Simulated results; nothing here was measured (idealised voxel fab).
Process module under the name voxel ribs on slabs
The cross-section on display is named cut; it measures 285 nm wide, and its cells are 5 nm squares.
Cross-sections here: square-cell grids, written as top-down lists of bands, a band being one or more rows of cells.
The band entry comprises the height of the band's top followed by the height of its bottom, expressed in nm, and subsequently the band's materials from left to right, each stated together with its width in nm. Where a single material is marked with the word "all across", that material fills the band from edge to edge. The word "air" represents empty space.
The level at which height equals 0 is the one under which the wafer, as it arrives, is entirely one material. No lower edge exists for the bottom band, which continues downward and is notated as in "0..down".
Graded width ("30->40"): value in top row of band = first number; value in bottom row = second number; row-to-row change constant.
No cell of the cross-section changed in a step that is given as "no change".
Each empty space that has no open way to the top and spans at least 8 cells appears under "Catalogued sealed voids" as width x height at distance, the distance counted from the left edge, all in nm.
Step line, after settings: the simulator's comment on this step.
You can add "overlay nm" to a step's line. For a step with a mask, it describes how far the mask lay to the right of its planned position, and a negative number describes a lay to the left.
Each of the pairs that make up the rest of this document says: here is the cross-section before one process step, here is the cross-section after it, drawn only down to the lowest band that changed, and here, under the pair, is the step lying between them with its settings. Different pairs may come from different runs of this module on the same starting wafer, so a pair continues from the pair above it only where its entry headed "Before the process" says so.

-- Before the process
  0..down = Si all across
  Catalogued sealed voids: none

-- Post-Process View
  30..0 = SiO2 all across
  Below 0 it's all the same as before, nothing changed down there.
  Catalogued sealed voids: none
In between the before and after cross-sections above, the step is op DIRECTIONAL_DEP | material SiO2 | thk nm 30

Before the process: this step begins from the cross-section that the pair just above shows after its step.

-- Post-Process View
  55..30 = SiN all across
  Below 30 it's all the same as before, nothing changed down there.
  Catalogued sealed voids: none
In between the before and after cross-sections above, the step is op DIRECTIONAL_DEP | material SiN | thk nm 25

Before the process: this step begins from the cross-section that the pair just above shows after its step.

-- Post-Process View
  65..55 = aC all across
  Below 55 it's all the same as before, nothing changed down there.
  Catalogued sealed voids: none
In between the before and after cross-sections above, the step is op DIRECTIONAL_DEP | material aC | thk nm 10

Before the process: this step begins from the cross-section that the pair just above shows after its step.

-- Post-Process View
  90..65 = air 125, resist 30, air 130
  Below 65 it's all the same as before, nothing changed down there.
  Catalogued sealed voids: none
In between the before and after cross-sections above, the step is op PATTERN | tone cover | mask id RIB | material resist | width nm 30 | thk nm 25 | overlay nm 0

Before the process: this step begins from the cross-section that the pair just above shows after its step.

-- Post-Process View
  80..65 = air 125, resist 30, air 130
  65..55 = air 125, aC 30, air 130
  Below 55 it's all the same as before, nothing changed down there.
  Catalogued sealed voids: none
In between the before and after cross-sections above, the step is op DIRECTIONAL_ETCH | etch materials aC | depth nm 10

Before the process: this step begins from the cross-section that the pair just above shows after its step.

-- Post-Process View
  65..55 = air 125, aC 30, air 130
  Below 55 it's all the same as before, nothing changed down there.
  Catalogued sealed voids: none
In between the before and after cross-sections above, the step is op STRIP | etch materials resist

Before the process: this step begins from the cross-section that the pair just above shows after its step.

-- Post-Process View
  65..55 = air 125, aC 30, air 130
  55..50 = air 125, SiN 30, air 130
  Below 50 it's all the same as before, nothing changed down there.
  Catalogued sealed voids: none
In between the before and after cross-sections above, the step is op DIRECTIONAL_ETCH | etch materials SiN | depth nm 5

Before the process: this step begins from the cross-section that the pair just above shows after its step.

-- Post-Process View
  55..50 = air 125, SiN 30, air 130
  Below 50 it's all the same as before, nothing changed down there.
  Catalogued sealed voids: none
In between the before and after cross-sections above, the step is op STRIP | etch materials aC

Before the process: this step begins from the cross-section that the pair just above shows after its step.

-- Post-Process View
  55..50 = air 125, SiN 30, air 130
  50..30 = air 110, SiN 60, air 115
  Below 30 it's all the same as before, nothing changed down there.
  Catalogued sealed voids: none
In between the before and after cross-sections above, the step is op MASKED_ETCH | tone cover | mask id SLAB | width nm 60 | etch materials SiN | depth nm 20 | overlay nm 0

Before the process: this step begins from the cross-section that the pair just above shows after its step.

-- Post-Process View
  80..55 = SiO2 all across
  55..50 = SiO2 125, SiN 30, SiO2 130
  50..30 = SiO2 110, SiN 60, SiO2 115
  Below 30 it's all the same as before, nothing changed down there.
  Catalogued sealed voids: none
In between the before and after cross-sections above, the step is op FILL_DEP | material SiO2 | thk nm 25

Before the process: this step begins from the cross-section that the pair just above shows after its step.

-- Post-Process View
  70..55 = SiO2 all across
  Below 55 it's all the same as before, nothing changed down there.
  Catalogued sealed voids: none
In between the before and after cross-sections above, the step is op CMP | height nm 70

Before the process: this step begins from the cross-section that the pair just above shows after its step.

-- Post-Process View
  80..70 = TiN all across
  Below 70 it's all the same as before, nothing changed down there.
  Catalogued sealed voids: none
In between the before and after cross-sections above, the step is op DIRECTIONAL_DEP | material TiN | thk nm 10

Before the process: this step begins from the cross-section that the pair just above shows after its step.

-- Post-Process View
  100..80 = air 120, resist 40, air 125
  Below 80 it's all the same as before, nothing changed down there.
  Catalogued sealed voids: none
In between the before and after cross-sections above, the step is op PATTERN | tone cover | mask id HEATER | material resist | width nm 40 | thk nm 20 | overlay nm 0

Before the process: this step begins from the cross-section that the pair just above shows after its step.

-- Post-Process View
  100..80 = air 120, resist 40, air 125
  80..70 = air 120, TiN 40, air 125
  Below 70 it's all the same as before, nothing changed down there.
  Catalogued sealed voids: none
In between the before and after cross-sections above, the step is op DIRECTIONAL_ETCH | etch materials TiN | depth nm 10

Before the process: this step begins from the cross-section that the pair just above shows after its step.

-- Post-Process View
  80..70 = air 120, TiN 40, air 125
  Below 70 it's all the same as before, nothing changed down there.
  Catalogued sealed voids: none
In between the before and after cross-sections above, the step is op STRIP | etch materials resist

Before the process: this step begins from the cross-section that the pair just above shows after its step.

-- Post-Process View
  85..80 = air 115, SiN 50, air 120
  80..75 = air 115, SiN 5, TiN 40, SiN 5, air 120
  75..70 = SiN 120, TiN 40, SiN 125
  Below 70 it's all the same as before, nothing changed down there.
  Catalogued sealed voids: none
In between the before and after cross-sections above, the step is op CONFORMAL_DEP | material SiN | thk nm 5

-- Before the process
  30..0 = SiO2 all across
  0..down = Si all across
  Catalogued sealed voids: none

-- Post-Process View
  60..0 = SiO2 all across
  Below 0 it's all the same as before, nothing changed down there.
  Catalogued sealed voids: none
In between the before and after cross-sections above, the step is op DIRECTIONAL_DEP | material SiO2 | thk nm 30

Before the process: this step begins from the cross-section that the pair just above shows after its step.

-- Post-Process View
  85..60 = SiN all across
  Below 60 it's all the same as before, nothing changed down there.
  Catalogued sealed voids: none
In between the before and after cross-sections above, the step is op DIRECTIONAL_DEP | material SiN | thk nm 25

Before the process: this step begins from the cross-section that the pair just above shows after its step.

-- Post-Process View
  95..85 = aC all across
  Below 85 it's all the same as before, nothing changed down there.
  Catalogued sealed voids: none
In between the before and after cross-sections above, the step is op DIRECTIONAL_DEP | material aC | thk nm 10

Before the process: this step begins from the cross-section that the pair just above shows after its step.

-- Post-Process View
  120..95 = air 125, resist 30, air 130
  Below 95 it's all the same as before, nothing changed down there.
  Catalogued sealed voids: none
In between the before and after cross-sections above, the step is op PATTERN | tone cover | mask id RIB | material resist | width nm 30 | thk nm 25 | overlay nm 0

Before the process: this step begins from the cross-section that the pair just above shows after its step.

-- Post-Process View
  110..95 = air 125, resist 30, air 130
  95..85 = air 125, aC 30, air 130
  Below 85 it's all the same as before, nothing changed down there.
  Catalogued sealed voids: none
In between the before and after cross-sections above, the step is op DIRECTIONAL_ETCH | etch materials aC | depth nm 10

Before the process: this step begins from the cross-section that the pair just above shows after its step.

-- Post-Process View
  95..85 = air 125, aC 30, air 130
  Below 85 it's all the same as before, nothing changed down there.
  Catalogued sealed voids: none
In between the before and after cross-sections above, the step is op STRIP | etch materials resist

Before the process: this step begins from the cross-section that the pair just above shows after its step.

-- Post-Process View
  95..85 = air 125, aC 30, air 130
  85..80 = air 125, SiN 30, air 130
  Below 80 it's all the same as before, nothing changed down there.
  Catalogued sealed voids: none
In between the before and after cross-sections above, the step is op DIRECTIONAL_ETCH | etch materials SiN | depth nm 5

Before the process: this step begins from the cross-section that the pair just above shows after its step.

-- Post-Process View
  85..80 = air 125, SiN 30, air 130
  Below 80 it's all the same as before, nothing changed down there.
  Catalogued sealed voids: none
In between the before and after cross-sections above, the step is op STRIP | etch materials aC

Before the process: this step begins from the cross-section that the pair just above shows after its step.

-- Post-Process View
  85..80 = air 125, SiN 30, air 130
  80..60 = air 110, SiN 60, air 115
  Below 60 it's all the same as before, nothing changed down there.
  Catalogued sealed voids: none
In between the before and after cross-sections above, the step is op MASKED_ETCH | tone cover | mask id SLAB | width nm 60 | etch materials SiN | depth nm 20 | overlay nm 0

Before the process: this step begins from the cross-section that the pair just above shows after its step.

-- Post-Process View
  110..85 = SiO2 all across
  85..80 = SiO2 125, SiN 30, SiO2 130
  80..60 = SiO2 110, SiN 60, SiO2 115
  Below 60 it's all the same as before, nothing changed down there.
  Catalogued sealed voids: none
In between the before and after cross-sections above, the step is op FILL_DEP | material SiO2 | thk nm 25

Before the process: this step begins from the cross-section that the pair just above shows after its step.

-- Post-Process View
  70..60 = SiO2 110, SiN 60, SiO2 115
  Below 60 it's all the same as before, nothing changed down there.
  Catalogued sealed voids: none
In between the before and after cross-sections above, the step is op CMP | height nm 70

Before the process: this step begins from the cross-section that the pair just above shows after its step.

-- Post-Process View
  80..70 = TiN all across
  Below 70 it's all the same as before, nothing changed down there.
  Catalogued sealed voids: none
In between the before and after cross-sections above, the step is op DIRECTIONAL_DEP | material TiN | thk nm 10

Before the process: this step begins from the cross-section that the pair just above shows after its step.

-- Post-Process View
  100..80 = air 120, resist 40, air 125
  Below 80 it's all the same as before, nothing changed down there.
  Catalogued sealed voids: none
In between the before and after cross-sections above, the step is op PATTERN | tone cover | mask id HEATER | material resist | width nm 40 | thk nm 20 | overlay nm 0

Before the process: this step begins from the cross-section that the pair just above shows after its step.

-- Post-Process View
  100..80 = air 120, resist 40, air 125
  80..70 = air 120, TiN 40, air 125
  Below 70 it's all the same as before, nothing changed down there.
  Catalogued sealed voids: none
In between the before and after cross-sections above, the step is op DIRECTIONAL_ETCH | etch materials TiN | depth nm 10

Before the process: this step begins from the cross-section that the pair just above shows after its step.

-- Post-Process View
  80..70 = air 120, TiN 40, air 125
  Below 70 it's all the same as before, nothing changed down there.
  Catalogued sealed voids: none
In between the before and after cross-sections above, the step is op STRIP | etch materials resist

Before the process: this step begins from the cross-section that the pair just above shows after its step.

-- Post-Process View
  85..80 = air 115, SiN 50, air 120
  80..75 = air 115, SiN 5, TiN 40, SiN 5, air 120
  75..70 = SiN 120, TiN 40, SiN 125
  Below 70 it's all the same as before, nothing changed down there.
  Catalogued sealed voids: none
In between the before and after cross-sections above, the step is op CONFORMAL_DEP | material SiN | thk nm 5

-- Before the process
  30..0 = SiO2 all across
  0..down = Si all across
  Catalogued sealed voids: none

-- Post-Process View
  40..30 = aC all across
  Below 30 it's all the same as before, nothing changed down there.
  Catalogued sealed voids: none
In between the before and after cross-sections above, the step is op DIRECTIONAL_DEP | material aC | thk nm 10

Before the process: this step begins from the cross-section that the pair just above shows after its step.

-- Post-Process View
  65..40 = SiN all across
  Below 40 it's all the same as before, nothing changed down there.
  Catalogued sealed voids: none
In between the before and after cross-sections above, the step is op DIRECTIONAL_DEP | material SiN | thk nm 25

Before the process: this step begins from the cross-section that the pair just above shows after its step.

-- Post-Process View
  90..65 = air 125, resist 30, air 130
  Below 65 it's all the same as before, nothing changed down there.
  Catalogued sealed voids: none
In between the before and after cross-sections above, the step is op PATTERN | tone cover | mask id RIB | material resist | width nm 30 | thk nm 25 | overlay nm 0

Before the process: this step begins from the cross-section that the pair just above shows after its step.

-- Post-Process View
  80..65 = air 125, resist 30, air 130
  Below 65 it's all the same as before, nothing changed down there.
  Catalogued sealed voids: none
In between the before and after cross-sections above, the step is op DIRECTIONAL_ETCH | etch materials aC | depth nm 10

Before the process: this step begins from the cross-section that the pair just above shows after its step.

-- Post-Process View
  65..40 = SiN all across
  Below 40 it's all the same as before, nothing changed down there.
  Catalogued sealed voids: none
In between the before and after cross-sections above, the step is op STRIP | etch materials resist

Before the process: this step begins from the cross-section that the pair just above shows after its step.

-- Post-Process View
  60..40 = SiN all across
  Below 40 it's all the same as before, nothing changed down there.
  Catalogued sealed voids: none
In between the before and after cross-sections above, the step is op DIRECTIONAL_ETCH | etch materials SiN | depth nm 5

Before the process: this step begins from the cross-section that the pair just above shows after its step.

-- Post-Process View
  60..40 = air 110, SiN 60, air 115
  Below 40 it's all the same as before, nothing changed down there.
  Catalogued sealed voids: none
In between the before and after cross-sections above, the step is op MASKED_ETCH | tone cover | mask id SLAB | width nm 60 | etch materials SiN | depth nm 20 | overlay nm 0

Before the process: this step begins from the cross-section that the pair just above shows after its step.

-- Post-Process View
  85..60 = SiO2 all across
  60..40 = SiO2 110, SiN 60, SiO2 115
  Below 40 it's all the same as before, nothing changed down there.
  Catalogued sealed voids: none
In between the before and after cross-sections above, the step is op FILL_DEP | material SiO2 | thk nm 25

Before the process: this step begins from the cross-section that the pair just above shows after its step.

-- Post-Process View
  70..60 = SiO2 all across
  Below 60 it's all the same as before, nothing changed down there.
  Catalogued sealed voids: none
In between the before and after cross-sections above, the step is op CMP | height nm 70

Before the process: this step begins from the cross-section that the pair just above shows after its step.

-- Post-Process View
  80..70 = TiN all across
  Below 70 it's all the same as before, nothing changed down there.
  Catalogued sealed voids: none
In between the before and after cross-sections above, the step is op DIRECTIONAL_DEP | material TiN | thk nm 10

Before the process: this step begins from the cross-section that the pair just above shows after its step.

-- Post-Process View
  100..80 = air 120, resist 40, air 125
  Below 80 it's all the same as before, nothing changed down there.
  Catalogued sealed voids: none
In between the before and after cross-sections above, the step is op PATTERN | tone cover | mask id HEATER | material resist | width nm 40 | thk nm 20 | overlay nm 0

Before the process: this step begins from the cross-section that the pair just above shows after its step.

-- Post-Process View
  100..80 = air 120, resist 40, air 125
  80..70 = air 120, TiN 40, air 125
  Below 70 it's all the same as before, nothing changed down there.
  Catalogued sealed voids: none
In between the before and after cross-sections above, the step is op DIRECTIONAL_ETCH | etch materials TiN | depth nm 10

Before the process: this step begins from the cross-section that the pair just above shows after its step.

-- Post-Process View
  80..70 = air 120, TiN 40, air 125
  Below 70 it's all the same as before, nothing changed down there.
  Catalogued sealed voids: none
In between the before and after cross-sections above, the step is op STRIP | etch materials resist

Before the process: this step begins from the cross-section that the pair just above shows after its step.

-- Post-Process View
  85..80 = air 115, SiN 50, air 120
  80..75 = air 115, SiN 5, TiN 40, SiN 5, air 120
  75..70 = SiN 120, TiN 40, SiN 125
  Below 70 it's all the same as before, nothing changed down there.
  Catalogued sealed voids: none
In between the before and after cross-sections above, the step is op CONFORMAL_DEP | material SiN | thk nm 5

-- Before the process
  80..55 = SiO2 all across
  55..50 = SiO2 125, SiN 30, SiO2 130
  50..30 = SiO2 110, SiN 60, SiO2 115
  30..0 = SiO2 all across
  0..down = Si all across
  Catalogued sealed voids: none

-- Post-Process View
  65..55 = SiO2 all across
  Below 55 it's all the same as before, nothing changed down there.
  Catalogued sealed voids: none
In between the before and after cross-sections above, the step is op CMP | height nm 65

Before the process: this step begins from the cross-section that the pair just above shows after its step.

-- Post-Process View
  75..65 = TiN all across
  Below 65 it's all the same as before, nothing changed down there.
  Catalogued sealed voids: none
In between the before and after cross-sections above, the step is op DIRECTIONAL_DEP | material TiN | thk nm 10

Before the process: this step begins from the cross-section that the pair just above shows after its step.

-- Post-Process View
  95..75 = air 120, resist 40, air 125
  Below 75 it's all the same as before, nothing changed down there.
  Catalogued sealed voids: none
In between the before and after cross-sections above, the step is op PATTERN | tone cover | mask id HEATER | material resist | width nm 40 | thk nm 20 | overlay nm 0

Before the process: this step begins from the cross-section that the pair just above shows after its step.

-- Post-Process View
  95..75 = air 120, resist 40, air 125
  75..65 = air 120, TiN 40, air 125
  Below 65 it's all the same as before, nothing changed down there.
  Catalogued sealed voids: none
In between the before and after cross-sections above, the step is op DIRECTIONAL_ETCH | etch materials TiN | depth nm 10

Before the process: this step begins from the cross-section that the pair just above shows after its step.

-- Post-Process View
  75..65 = air 120, TiN 40, air 125
  Below 65 it's all the same as before, nothing changed down there.
  Catalogued sealed voids: none
In between the before and after cross-sections above, the step is op STRIP | etch materials resist

Before the process: this step begins from the cross-section that the pair just above shows after its step.

-- Post-Process View
  80..75 = air 115, SiN 50, air 120
  75..70 = air 115, SiN 5, TiN 40, SiN 5, air 120
  70..65 = SiN 120, TiN 40, SiN 125
  Below 65 it's all the same as before, nothing changed down there.
  Catalogued sealed voids: none
In between the before and after cross-sections above, the step is op CONFORMAL_DEP | material SiN | thk nm 5

-- Before the process
  55..50 = air 125, SiN 30, air 130
  50..30 = SiN all across
  30..0 = SiO2 all across
  0..down = Si all across
  Catalogued sealed voids: none

-- Post-Process View
  55..50 = air 125, SiN 30, air 130
  50..30 = air 110, SiN 65, air 110
  Below 30 it's all the same as before, nothing changed down there.
  Catalogued sealed voids: none
In between the before and after cross-sections above, the step is op MASKED_ETCH | tone cover | mask id SLAB | width nm 65 | etch materials SiN | depth nm 20 | overlay nm 0

Before the process: this step begins from the cross-section that the pair just above shows after its step.

-- Post-Process View
  80..55 = SiO2 all across
  55..50 = SiO2 125, SiN 30, SiO2 130
  50..30 = SiO2 110, SiN 65, SiO2 110
  Below 30 it's all the same as before, nothing changed down there.
  Catalogued sealed voids: none
In between the before and after cross-sections above, the step is op FILL_DEP | material SiO2 | thk nm 25

Before the process: this step begins from the cross-section that the pair just above shows after its step.

-- Post-Process View
  70..55 = SiO2 all across
  Below 55 it's all the same as before, nothing changed down there.
  Catalogued sealed voids: none
In between the before and after cross-sections above, the step is op CMP | height nm 70

Before the process: this step begins from the cross-section that the pair just above shows after its step.

-- Post-Process View
  80..70 = TiN all across
  Below 70 it's all the same as before, nothing changed down there.
  Catalogued sealed voids: none
In between the before and after cross-sections above, the step is op DIRECTIONAL_DEP | material TiN | thk nm 10

Before the process: this step begins from the cross-section that the pair just above shows after its step.

-- Post-Process View
  100..80 = air 120, resist 40, air 125
  Below 80 it's all the same as before, nothing changed down there.
  Catalogued sealed voids: none
In between the before and after cross-sections above, the step is op PATTERN | tone cover | mask id HEATER | material resist | width nm 40 | thk nm 20 | overlay nm 0

Before the process: this step begins from the cross-section that the pair just above shows after its step.

-- Post-Process View
  100..80 = air 120, resist 40, air 125
  80..70 = air 120, TiN 40, air 125
  Below 70 it's all the same as before, nothing changed down there.
  Catalogued sealed voids: none
In between the before and after cross-sections above, the step is op DIRECTIONAL_ETCH | etch materials TiN | depth nm 10

Before the process: this step begins from the cross-section that the pair just above shows after its step.

-- Post-Process View
  80..70 = air 120, TiN 40, air 125
  Below 70 it's all the same as before, nothing changed down there.
  Catalogued sealed voids: none
In between the before and after cross-sections above, the step is op STRIP | etch materials resist

Before the process: this step begins from the cross-section that the pair just above shows after its step.

-- Post-Process View
  85..80 = air 115, SiN 50, air 120
  80..75 = air 115, SiN 5, TiN 40, SiN 5, air 120
  75..70 = SiN 120, TiN 40, SiN 125
  Below 70 it's all the same as before, nothing changed down there.
  Catalogued sealed voids: none
In between the before and after cross-sections above, the step is op CONFORMAL_DEP | material SiN | thk nm 5

-- Before the process
  55..50 = air 125, SiN 30, air 130
  50..30 = SiN all across
  30..0 = SiO2 all across
  0..down = Si all across
  Catalogued sealed voids: none

-- Post-Process View
  55..50 = air 125, SiN 30, air 130
  50..30 = air 120, SiN 60, air 105
  Below 30 it's all the same as before, nothing changed down there.
  Catalogued sealed voids: none
In between the before and after cross-sections above, the step is op MASKED_ETCH | tone cover | mask id SLAB | width nm 60 | etch materials SiN | depth nm 20 | overlay nm 10

Before the process: this step begins from the cross-section that the pair just above shows after its step.

-- Post-Process View
  80..55 = SiO2 all across
  55..50 = SiO2 125, SiN 30, SiO2 130
  50..30 = SiO2 120, SiN 60, SiO2 105
  Below 30 it's all the same as before, nothing changed down there.
  Catalogued sealed voids: none
In between the before and after cross-sections above, the step is op FILL_DEP | material SiO2 | thk nm 25

Before the process: this step begins from the cross-section that the pair just above shows after its step.

-- Post-Process View
  70..55 = SiO2 all across
  Below 55 it's all the same as before, nothing changed down there.
  Catalogued sealed voids: none
In between the before and after cross-sections above, the step is op CMP | height nm 70

Before the process: this step begins from the cross-section that the pair just above shows after its step.

-- Post-Process View
  80..70 = TiN all across
  Below 70 it's all the same as before, nothing changed down there.
  Catalogued sealed voids: none
In between the before and after cross-sections above, the step is op DIRECTIONAL_DEP | material TiN | thk nm 10

Before the process: this step begins from the cross-section that the pair just above shows after its step.

-- Post-Process View
  100..80 = air 120, resist 40, air 125
  Below 80 it's all the same as before, nothing changed down there.
  Catalogued sealed voids: none
In between the before and after cross-sections above, the step is op PATTERN | tone cover | mask id HEATER | material resist | width nm 40 | thk nm 20 | overlay nm 0

Before the process: this step begins from the cross-section that the pair just above shows after its step.

-- Post-Process View
  100..80 = air 120, resist 40, air 125
  80..70 = air 120, TiN 40, air 125
  Below 70 it's all the same as before, nothing changed down there.
  Catalogued sealed voids: none
In between the before and after cross-sections above, the step is op DIRECTIONAL_ETCH | etch materials TiN | depth nm 10

Before the process: this step begins from the cross-section that the pair just above shows after its step.

-- Post-Process View
  80..70 = air 120, TiN 40, air 125
  Below 70 it's all the same as before, nothing changed down there.
  Catalogued sealed voids: none
In between the before and after cross-sections above, the step is op STRIP | etch materials resist

Before the process: this step begins from the cross-section that the pair just above shows after its step.

-- Post-Process View
  85..80 = air 115, SiN 50, air 120
  80..75 = air 115, SiN 5, TiN 40, SiN 5, air 120
  75..70 = SiN 120, TiN 40, SiN 125
  Below 70 it's all the same as before, nothing changed down there.
  Catalogued sealed voids: none
In between the before and after cross-sections above, the step is op CONFORMAL_DEP | material SiN | thk nm 5

-- Before the process
  70..55 = SiO2 all across
  55..50 = SiO2 125, SiN 30, SiO2 130
  50..30 = SiO2 110, SiN 60, SiO2 115
  30..0 = SiO2 all across
  0..down = Si all across
  Catalogued sealed voids: none

-- Post-Process View
  80..70 = SiN all across
  Below 70 it's all the same as before, nothing changed down there.
  Catalogued sealed voids: none
In between the before and after cross-sections above, the step is op DIRECTIONAL_DEP | material SiN | thk nm 10

Before the process: this step begins from the cross-section that the pair just above shows after its step.

-- Post-Process View
  100..80 = air 120, resist 40, air 125
  Below 80 it's all the same as before, nothing changed down there.
  Catalogued sealed voids: none
In between the before and after cross-sections above, the step is op PATTERN | tone cover | mask id HEATER | material resist | width nm 40 | thk nm 20 | overlay nm 0

Before the process: this step begins from the cross-section that the pair just above shows after its step.

-- Post-Process View
  80..70 = SiN all across
  Below 70 it's all the same as before, nothing changed down there.
  Catalogued sealed voids: none
In between the before and after cross-sections above, the step is op STRIP | etch materials resist

Before the process: this step begins from the cross-section that the pair just above shows after its step.

-- Post-Process View
  85..70 = SiN all across
  Below 70 it's all the same as before, nothing changed down there.
  Catalogued sealed voids: none
In between the before and after cross-sections above, the step is op CONFORMAL_DEP | material SiN | thk nm 5

-- Before the process
  55..50 = air 125, SiN 30, air 130
  50..30 = SiN all across
  30..0 = SiO2 all across
  0..down = Si all across
  Catalogued sealed voids: none

-- Post-Process View
  50..35 = SiN 110, air 60, SiN 115
  35..30 = SiN 110, air 15, SiN 30, air 15, SiN 115
  Below 30 it's all the same as before, nothing changed down there.
  Catalogued sealed voids: none
In between the before and after cross-sections above, the step is op MASKED_ETCH | tone open | mask id SLAB | width nm 60 | etch materials SiN | depth nm 20 | overlay nm 0

Before the process: this step begins from the cross-section that the pair just above shows after its step.

-- Post-Process View
  75..50 = SiO2 all across
  50..35 = SiN 110, SiO2 60, SiN 115
  35..30 = SiN 110, SiO2 15, SiN 30, SiO2 15, SiN 115
  Below 30 it's all the same as before, nothing changed down there.
  Catalogued sealed voids: none
In between the before and after cross-sections above, the step is op FILL_DEP | material SiO2 | thk nm 25

Before the process: this step begins from the cross-section that the pair just above shows after its step.

-- Post-Process View
  70..50 = SiO2 all across
  Below 50 it's all the same as before, nothing changed down there.
  Catalogued sealed voids: none
In between the before and after cross-sections above, the step is op CMP | height nm 70

Before the process: this step begins from the cross-section that the pair just above shows after its step.

-- Post-Process View
  80..70 = TiN all across
  Below 70 it's all the same as before, nothing changed down there.
  Catalogued sealed voids: none
In between the before and after cross-sections above, the step is op DIRECTIONAL_DEP | material TiN | thk nm 10

Before the process: this step begins from the cross-section that the pair just above shows after its step.

-- Post-Process View
  100..80 = air 120, resist 40, air 125
  Below 80 it's all the same as before, nothing changed down there.
  Catalogued sealed voids: none
In between the before and after cross-sections above, the step is op PATTERN | tone cover | mask id HEATER | material resist | width nm 40 | thk nm 20 | overlay nm 0

Before the process: this step begins from the cross-section that the pair just above shows after its step.

-- Post-Process View
  100..80 = air 120, resist 40, air 125
  80..70 = air 120, TiN 40, air 125
  Below 70 it's all the same as before, nothing changed down there.
  Catalogued sealed voids: none
In between the before and after cross-sections above, the step is op DIRECTIONAL_ETCH | etch materials TiN | depth nm 10

Before the process: this step begins from the cross-section that the pair just above shows after its step.

-- Post-Process View
  80..70 = air 120, TiN 40, air 125
  Below 70 it's all the same as before, nothing changed down there.
  Catalogued sealed voids: none
In between the before and after cross-sections above, the step is op STRIP | etch materials resist

Before the process: this step begins from the cross-section that the pair just above shows after its step.

-- Post-Process View
  85..80 = air 115, SiN 50, air 120
  80..75 = air 115, SiN 5, TiN 40, SiN 5, air 120
  75..70 = SiN 120, TiN 40, SiN 125
  Below 70 it's all the same as before, nothing changed down there.
  Catalogued sealed voids: none
In between the before and after cross-sections above, the step is op CONFORMAL_DEP | material SiN | thk nm 5
